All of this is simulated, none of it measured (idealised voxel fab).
Documented hereafter: the process module known as voxel spacer lines.
Square cells of 5 nm make up the cross-section cut, whose width is 260 nm.
When this document writes out a cross-section, it uses a grid of square cells and lists it as bands, beginning at the top and moving down, with a band standing for one or more rows of cells.
Top height, bottom height, nm. Materials left to right, width each, nm. Single material + "throughout" = fills band edge to edge. "blank" = empty.
Height is counted from the level 0, under which the received wafer is composed throughout of one material. The lowest of the bands is not closed at the bottom but continues downward, in the notation "0 and below".
Quick explanation for "30->40": the width changes in equal steps down the rows of cells, from the first number in the band's top row to the second number in its bottom row.
What does "no modifications" mean for a step? It means no cell of the cross-section changed in that step.
Heads up: "Closed cavities" only lists the empty pockets with no open path to the top that are 8 cells or more, and it writes them as width x height at distance, distance from the left edge, in nm.
Formally, on a step line, whatever follows the settings is a remark that the simulator itself makes on the step.
The line of a step may include "overlay nm". On a step with a mask, this value is how far to the right of its planned place the mask lay. A negative value means the mask lay to the left.
### The planned process steps are enumerated hereunder
1 op RECEIVE | material Si
2 op CONFORMAL_DEP | material SiO2 | thk nm 5
3 op DIRECTIONAL_DEP | material TiN | thk nm 15
4 op DIRECTIONAL_DEP | material aC | thk nm 25
5 op PATTERN | tone cover | mask id MANDREL | material resist | width nm 25 | pitch nm 80 | thk nm 35 | overlay nm 0
6 op DIRECTIONAL_ETCH | etch materials aC | depth nm 25
7 op STRIP | etch materials resist
8 op CONFORMAL_DEP | material SiN | thk nm 15
9 op DIRECTIONAL_ETCH | etch materials SiN | depth nm 15
10 op STRIP | etch materials aC
11 op DIRECTIONAL_ETCH | etch materials TiN | depth nm 15
12 op STRIP | etch materials SiN
### Cross-section of the wafer at receipt, which is the condition after step 1
> 0 and below  Si throughout
> Closed cavities: none
### Looking at the first of two wafers in cross-section at end of module - ran to plan
> 20 down to 5  blank (20), then TiN (15), then blank (25), then TiN (15), then blank (25), then TiN (15), then blank (25), then TiN (15), then blank (25), then TiN (15), then blank (25), then TiN (15), then blank (25)
> 5 down to 0  SiO2 throughout
> 0 and below  Si throughout
> Closed cavities: none
### Second wafer through the module, sectioned at the end: same beginning and same plan as the first wafer, with one mistake in carrying it out
> 20 down to 5  blank (10), then TiN (15), then blank (25), then TiN (15), then blank (25), then TiN (15), then blank (25), then TiN (15), then blank (25), then TiN (15), then blank (25), then TiN (15), then blank (35)
> 5 down to 0  SiO2 throughout
> 0 and below  Si throughout
> Closed cavities: none
What went wrong in running the wafer? off-plan run, step 5, actual operation and settings op PATTERN | tone cover | mask id MANDREL | material resist | width nm 25 | pitch nm 80 | thk nm 35 | overlay nm -10
In the final comparison it is observed that the number of cells assigned to each material is identical for the two wafers, whereas their placement is not.
